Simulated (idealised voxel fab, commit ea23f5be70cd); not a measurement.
voxel wiring stack: a process module
The cross-section on display is named cut; it measures 200 nm wide, and its cells are 5 nm squares.
Cross-section spec: square-cell grid; bands listed top down; each band is one or more rows. It is stipulated that each band's entry specify, in nanometres, the height of the top of the band and then that of its bottom, followed by the materials of the band in left-to-right sequence, each together with its width in nanometres. A single material marked by the word "edge to edge" is understood to fill the band from edge to edge; the word "blank" is understood to denote empty space. Zero point of the height axis is 0; under it, received wafer = one material. Lowest band: continues down indefinitely, "0..down". When a width is written as two numbers, as in "30..40", the first number is the width in the top row of cells of the band and the second is the width in its bottom row, and the width changes by the same amount from each row to the next. You'll sometimes find "no alterations made" written for a step, and that's the way of saying that nowhere in the cross-section did a cell change during that step. "Enclosed void inventory": sealed empty spaces, 8 cells or more, no open way to top, listed width x height at distance, with distance from the left edge and width, height and distance in nm. On each step's line, the part that comes after the settings is the simulator's own comment on the step. Regarding "overlay nm": on a step with a mask, it is the distance the mask lay to the right of its planned place; a negative value places it to the left.
### This section lists the process steps that were planned
step 1: RECEIVE with material Si
step 2: CONFORMAL_DEP with material SiO2, thk nm 10
step 3: DIRECTIONAL_DEP with material TiN, thk nm 5
step 4: DIRECTIONAL_DEP with material W, thk nm 25
step 5: DIRECTIONAL_DEP with material aC, thk nm 15
step 6: PATTERN with tone cover, mask id METAL_1, material resist, width nm 20, pitch nm 40, thk nm 35, overlay nm 0
step 7: DIRECTIONAL_ETCH with etch materials aC, depth nm 15
step 8: STRIP with etch materials resist
step 9: DIRECTIONAL_ETCH with etch materials W, depth nm 25
step 10: DIRECTIONAL_ETCH with etch materials TiN, depth nm 5
step 11: STRIP with etch materials aC
step 12: FILL_DEP with material lowk, thk nm 5
step 13: CMP with height nm 40
step 14: CONFORMAL_DEP with material SiCN, thk nm 5
step 15: DIRECTIONAL_DEP with material lowk, thk nm 10
step 16: DIRECTIONAL_DEP with material aC, thk nm 15
step 17: PATTERN with tone open, mask id PLUG_1, material resist, width nm 15, pitch nm 40, thk nm 35, overlay nm 0
step 18: DIRECTIONAL_ETCH with etch materials aC, depth nm 15
step 19: STRIP with etch materials resist
step 20: DIRECTIONAL_ETCH with etch materials lowk, depth nm 10
step 21: DIRECTIONAL_ETCH with etch materials SiCN, depth nm 5
step 22: STRIP with etch materials aC
step 23: EPI with material Ru, thk nm 10
step 24: EPI with material Ru, thk nm 5
step 25: CONFORMAL_DEP with material SiN, thk nm 5
step 26: DIRECTIONAL_DEP with material SiO2, thk nm 15
step 27: MASKED_ETCH with tone open, mask id METAL_2, width nm 20, pitch nm 40, etch materials SiO2, depth nm 15, overlay nm 0
step 28: MASKED_ETCH with tone open, mask id METAL_2, width nm 20, pitch nm 40, etch materials SiN, depth nm 5, overlay nm 0
step 29: CONFORMAL_DEP with material TiN, thk nm 5
step 30: FILL_DEP with material W, thk nm 5
step 31: CMP with height nm 75
step 32: EPI with material Ru, thk nm 5
step 33: FILL_DEP with material SiCN, thk nm 5
step 34: DIRECTIONAL_DEP with material SiO2, thk nm 15
step 35: DIRECTIONAL_DEP with material aC, thk nm 10
step 36: PATTERN with tone open, mask id PLUG_2, material resist, width nm 15, pitch nm 40, thk nm 25, overlay nm 0
step 37: DIRECTIONAL_ETCH with etch materials aC, depth nm 10
step 38: STRIP with etch materials resist
step 39: DIRECTIONAL_ETCH with etch materials SiO2, depth nm 15
step 40: DIRECTIONAL_ETCH with etch materials SiCN, depth nm 5
step 41: STRIP with etch materials aC
step 42: EPI with material Ru, thk nm 10
step 43: EPI with material Ru, thk nm 10
step 44: DIRECTIONAL_DEP with material TiN, thk nm 5
step 45: DIRECTIONAL_DEP with material W, thk nm 15
step 46: MASKED_ETCH with tone cover, mask id METAL_3, width nm 20, pitch nm 40, etch materials W, depth nm 15, overlay nm 0
step 47: MASKED_ETCH with tone cover, mask id METAL_3, width nm 20, pitch nm 40, etch materials TiN, depth nm 5, overlay nm 0
step 48: FILL_DEP with material SiO2, thk nm 10
step 49: CMP with height nm 120
step 50: CONFORMAL_DEP with material SiN, thk nm 5
### First wafer out of two, processed as planned
### Cross-section of the wafer at receipt, which is the condition after step 1
	0..down | Si edge to edge
	Enclosed void inventory: none
### Wafer after step 2 (cross-section)
	10..0 | SiO2 edge to edge
	Anything lower than 0 is untouched.
### Wafer after step 3 (cross-section)
	15..10 | TiN edge to edge
	Anything lower than 10 is untouched.
### Wafer after step 4 (cross-section)
	40..15 | W edge to edge
	Anything lower than 15 is untouched.
### Wafer after step 5 (cross-section)
	55..40 | aC edge to edge
	Anything lower than 40 is untouched.
### Wafer after step 6 (cross-section)
	90..55 | blank (50) | resist (20) | blank (20) | resist (20) | blank (20) | resist (20) | blank (50)
	Anything lower than 55 is untouched.
### Wafer after step 7 (cross-section)
	75..55 | blank (50) | resist (20) | blank (20) | resist (20) | blank (20) | resist (20) | blank (50)
	55..40 | blank (50) | aC (20) | blank (20) | aC (20) | blank (20) | aC (20) | blank (50)
	Anything lower than 40 is untouched.
### Wafer after step 8 (cross-section)
	55..40 | blank (50) | aC (20) | blank (20) | aC (20) | blank (20) | aC (20) | blank (50)
	Anything lower than 40 is untouched.
### Wafer after step 9 (cross-section)
	55..40 | blank (50) | aC (20) | blank (20) | aC (20) | blank (20) | aC (20) | blank (50)
	40..15 | blank (50) | W (20) | blank (20) | W (20) | blank (20) | W (20) | blank (50)
	Anything lower than 15 is untouched.
### Wafer after step 10 (cross-section)
	55..40 | blank (50) | aC (20) | blank (20) | aC (20) | blank (20) | aC (20) | blank (50)
	40..15 | blank (50) | W (20) | blank (20) | W (20) | blank (20) | W (20) | blank (50)
	15..10 | blank (50) | TiN (20) | blank (20) | TiN (20) | blank (20) | TiN (20) | blank (50)
	Anything lower than 10 is untouched.
### Wafer after step 11 (cross-section)
	40..15 | blank (50) | W (20) | blank (20) | W (20) | blank (20) | W (20) | blank (50)
	Anything lower than 15 is untouched.
### Wafer after step 12 (cross-section)
	45..40 | lowk edge to edge
	40..15 | lowk (50) | W (20) | lowk (20) | W (20) | lowk (20) | W (20) | lowk (50)
	15..10 | lowk (50) | TiN (20) | lowk (20) | TiN (20) | lowk (20) | TiN (20) | lowk (50)
	Anything lower than 10 is untouched.
### Wafer after step 13 (cross-section)
	40..15 | lowk (50) | W (20) | lowk (20) | W (20) | lowk (20) | W (20) | lowk (50)
	Anything lower than 15 is untouched.
### Wafer after step 14 (cross-section)
	45..40 | SiCN edge to edge
	Anything lower than 40 is untouched.
### Wafer after step 15 (cross-section)
	55..45 | lowk edge to edge
	Anything lower than 45 is untouched.
### Wafer after step 16 (cross-section)
	70..55 | aC edge to edge
	Anything lower than 55 is untouched.
### Wafer after step 17 (cross-section)
	105..70 | resist (50) | blank (15) | resist (25) | blank (15) | resist (25) | blank (15) | resist (55)
	Anything lower than 70 is untouched.
### Wafer after step 18 (cross-section)
	90..70 | resist (50) | blank (15) | resist (25) | blank (15) | resist (25) | blank (15) | resist (55)
	70..55 | aC (50) | blank (15) | aC (25) | blank (15) | aC (25) | blank (15) | aC (55)
	Anything lower than 55 is untouched.
### Wafer after step 19 (cross-section)
	70..55 | aC (50) | blank (15) | aC (25) | blank (15) | aC (25) | blank (15) | aC (55)
	Anything lower than 55 is untouched.
### Wafer after step 20 (cross-section)
	70..55 | aC (50) | blank (15) | aC (25) | blank (15) | aC (25) | blank (15) | aC (55)
	55..45 | lowk (50) | blank (15) | lowk (25) | blank (15) | lowk (25) | blank (15) | lowk (55)
	Anything lower than 45 is untouched.
### Wafer after step 21 (cross-section)
	70..55 | aC (50) | blank (15) | aC (25) | blank (15) | aC (25) | blank (15) | aC (55)
	55..45 | lowk (50) | blank (15) | lowk (25) | blank (15) | lowk (25) | blank (15) | lowk (55)
	45..40 | SiCN (50) | blank (15) | SiCN (25) | blank (15) | SiCN (25) | blank (15) | SiCN (55)
	Anything lower than 40 is untouched.
### Wafer after step 22 (cross-section)
	55..45 | lowk (50) | blank (15) | lowk (25) | blank (15) | lowk (25) | blank (15) | lowk (55)
	Anything lower than 45 is untouched.
### Wafer after step 23 (cross-section)
	55..50 | lowk (50) | blank (15) | lowk (25) | blank (15) | lowk (25) | blank (15) | lowk (55)
	50..45 | lowk (50) | Ru (15) | lowk (25) | Ru (15) | lowk (25) | Ru (15) | lowk (55)
	45..40 | SiCN (50) | Ru (15) | SiCN (25) | Ru (15) | SiCN (25) | Ru (15) | SiCN (55)
	Anything lower than 40 is untouched.
### Wafer after step 24 (cross-section)
	55..45 | lowk (50) | Ru (15) | lowk (25) | Ru (15) | lowk (25) | Ru (15) | lowk (55)
	Anything lower than 45 is untouched.
### Wafer after step 25 (cross-section)
	60..55 | SiN edge to edge
	Anything lower than 55 is untouched.
### Wafer after step 26 (cross-section)
	75..60 | SiO2 edge to edge
	Anything lower than 60 is untouched.
### Wafer after step 27 (cross-section)
	75..60 | SiO2 (50) | blank (20) | SiO2 (20) | blank (20) | SiO2 (20) | blank (20) | SiO2 (50)
	Anything lower than 60 is untouched.
### Wafer after step 28 (cross-section)
	75..60 | SiO2 (50) | blank (20) | SiO2 (20) | blank (20) | SiO2 (20) | blank (20) | SiO2 (50)
	60..55 | SiN (50) | blank (20) | SiN (20) | blank (20) | SiN (20) | blank (20) | SiN (50)
	Anything lower than 55 is untouched.
### Wafer after step 29 (cross-section)
	80..75 | TiN (55) | blank (10) | TiN (30) | blank (10) | TiN (30) | blank (10) | TiN (55)
	75..60 | SiO2 (50) | TiN (5) | blank (10) | TiN (5) | SiO2 (20) | TiN (5) | blank (10) | TiN (5) | SiO2 (20) | TiN (5) | blank (10) | TiN (5) | SiO2 (50)
	60..55 | SiN (50) | TiN (20) | SiN (20) | TiN (20) | SiN (20) | TiN (20) | SiN (50)
	Anything lower than 55 is untouched.
### Wafer after step 30 (cross-section)
	85..80 | W edge to edge
	80..75 | TiN (55) | W (10) | TiN (30) | W (10) | TiN (30) | W (10) | TiN (55)
	75..60 | SiO2 (50) | TiN (5) | W (10) | TiN (5) | SiO2 (20) | TiN (5) | W (10) | TiN (5) | SiO2 (20) | TiN (5) | W (10) | TiN (5) | SiO2 (50)
	Anything lower than 60 is untouched.
### Wafer after step 31 (cross-section)
	75..60 | SiO2 (50) | TiN (5) | W (10) | TiN (5) | SiO2 (20) | TiN (5) | W (10) | TiN (5) | SiO2 (20) | TiN (5) | W (10) | TiN (5) | SiO2 (50)
	Anything lower than 60 is untouched.
### Wafer after step 32 (cross-section)
	80..75 | blank (45) | Ru (30) | blank (10) | Ru (30) | blank (10) | Ru (30) | blank (45)
	Anything lower than 75 is untouched.
### Wafer after step 33 (cross-section)
	85..80 | SiCN edge to edge
	80..75 | SiCN (45) | Ru (30) | SiCN (10) | Ru (30) | SiCN (10) | Ru (30) | SiCN (45)
	Anything lower than 75 is untouched.
### Wafer after step 34 (cross-section)
	100..85 | SiO2 edge to edge
	Anything lower than 85 is untouched.
### Wafer after step 35 (cross-section)
	110..100 | aC edge to edge
	Anything lower than 100 is untouched.
### Wafer after step 36 (cross-section)
	135..110 | resist (50) | blank (15) | resist (25) | blank (15) | resist (25) | blank (15) | resist (55)
	Anything lower than 110 is untouched.
### Wafer after step 37 (cross-section)
	125..110 | resist (50) | blank (15) | resist (25) | blank (15) | resist (25) | blank (15) | resist (55)
	110..100 | aC (50) | blank (15) | aC (25) | blank (15) | aC (25) | blank (15) | aC (55)
	Anything lower than 100 is untouched.
### Wafer after step 38 (cross-section)
	110..100 | aC (50) | blank (15) | aC (25) | blank (15) | aC (25) | blank (15) | aC (55)
	Anything lower than 100 is untouched.
### Wafer after step 39 (cross-section)
	110..100 | aC (50) | blank (15) | aC (25) | blank (15) | aC (25) | blank (15) | aC (55)
	100..85 | SiO2 (50) | blank (15) | SiO2 (25) | blank (15) | SiO2 (25) | blank (15) | SiO2 (55)
	Anything lower than 85 is untouched.
### Wafer after step 40 (cross-section)
	110..100 | aC (50) | blank (15) | aC (25) | blank (15) | aC (25) | blank (15) | aC (55)
	100..85 | SiO2 (50) | blank (15) | SiO2 (25) | blank (15) | SiO2 (25) | blank (15) | SiO2 (55)
	85..80 | SiCN (50) | blank (15) | SiCN (25) | blank (15) | SiCN (25) | blank (15) | SiCN (55)
	Anything lower than 80 is untouched.
### Wafer after step 41 (cross-section)
	100..85 | SiO2 (50) | blank (15) | SiO2 (25) | blank (15) | SiO2 (25) | blank (15) | SiO2 (55)
	Anything lower than 85 is untouched.
### Wafer after step 42 (cross-section)
	100..90 | SiO2 (50) | blank (15) | SiO2 (25) | blank (15) | SiO2 (25) | blank (15) | SiO2 (55)
	90..85 | SiO2 (50) | Ru (15) | SiO2 (25) | Ru (15) | SiO2 (25) | Ru (15) | SiO2 (55)
	85..75 | SiCN (50..45) | Ru (15..30) | SiCN (25..10) | Ru (15..30) | SiCN (25..10) | Ru (15..30) | SiCN (55..45)
	Anything lower than 75 is untouched.
### Wafer after step 43 (cross-section)
	100..85 | SiO2 (50) | Ru (15) | SiO2 (25) | Ru (15) | SiO2 (25) | Ru (15) | SiO2 (55)
	Anything lower than 85 is untouched.
### Wafer after step 44 (cross-section)
	105..100 | TiN edge to edge
	Anything lower than 100 is untouched.
### Wafer after step 45 (cross-section)
	120..105 | W edge to edge
	Anything lower than 105 is untouched.
### Wafer after step 46 (cross-section)
	120..105 | blank (50) | W (20) | blank (20) | W (20) | blank (20) | W (20) | blank (50)
	Anything lower than 105 is untouched.
### Wafer after step 47 (cross-section)
	120..105 | blank (50) | W (20) | blank (20) | W (20) | blank (20) | W (20) | blank (50)
	105..100 | blank (50) | TiN (20) | blank (20) | TiN (20) | blank (20) | TiN (20) | blank (50)
	Anything lower than 100 is untouched.
### Wafer after step 48 (cross-section)
	130..120 | SiO2 edge to edge
	120..105 | SiO2 (50) | W (20) | SiO2 (20) | W (20) | SiO2 (20) | W (20) | SiO2 (50)
	105..100 | SiO2 (50) | TiN (20) | SiO2 (20) | TiN (20) | SiO2 (20) | TiN (20) | SiO2 (50)
	Anything lower than 100 is untouched.
### Wafer after step 49 (cross-section)
	120..105 | SiO2 (50) | W (20) | SiO2 (20) | W (20) | SiO2 (20) | W (20) | SiO2 (50)
	Anything lower than 105 is untouched.
### Wafer after step 50 (cross-section)
	125..120 | SiN edge to edge
	Anything lower than 120 is untouched.
### The second wafer was prepared from the same starting point and under the same plan as the first; its processing contained one mistake, and it remains indistinguishable from the first wafer up to and including step 42
### What the second wafer looks like in cross-section when step 43 should have wrapped up
	105..100 | TiN (50) | blank (15) | TiN (25) | blank (15) | TiN (25) | blank (15) | TiN (55)
	100..95 | SiO2 (50) | blank (15) | SiO2 (25) | blank (15) | SiO2 (25) | blank (15) | SiO2 (55)
	95..90 | SiO2 (50) | TiN (15) | SiO2 (25) | TiN (15) | SiO2 (25) | TiN (15) | SiO2 (55)
	Anything lower than 90 is untouched.
### What the second wafer looks like in cross-section when step 44 should have wrapped up
	115..105 | Ru edge to edge
	105..100 | TiN (50) | Ru (15) | TiN (25) | Ru (15) | TiN (25) | Ru (15) | TiN (55)
	100..95 | SiO2 (50) | Ru (15) | SiO2 (25) | Ru (15) | SiO2 (25) | Ru (15) | SiO2 (55)
	Anything lower than 95 is untouched.
### What the second wafer looks like in cross-section when step 45 should have wrapped up
	130..115 | W edge to edge
	Anything lower than 115 is untouched.
### What the second wafer looks like in cross-section when step 46 should have wrapped up
	130..115 | blank (50) | W (20) | blank (20) | W (20) | blank (20) | W (20) | blank (50)
	Anything lower than 115 is untouched.
What the second wafer looks like in cross-section when step 47 should have wrapped up: no alterations made
### What the second wafer looks like in cross-section when step 48 should have wrapped up
	140..130 | SiO2 edge to edge
	130..115 | SiO2 (50) | W (20) | SiO2 (20) | W (20) | SiO2 (20) | W (20) | SiO2 (50)
	Anything lower than 115 is untouched.
### What the second wafer looks like in cross-section when step 49 should have wrapped up
	120..115 | SiO2 (50) | W (20) | SiO2 (20) | W (20) | SiO2 (20) | W (20) | SiO2 (50)
	Anything lower than 115 is untouched.
### What the second wafer looks like in cross-section when step 50 should have wrapped up
	125..120 | SiN edge to edge
	Anything lower than 120 is untouched.
What was done differently from what was planned? deviation from plan: step 44 and step 43 executed in one another's positions
In the final state, the cell counts of the second wafer exceed or fall short of those of the first for the following materials: Ru +80; SiO2 -84; TiN +28; W -24
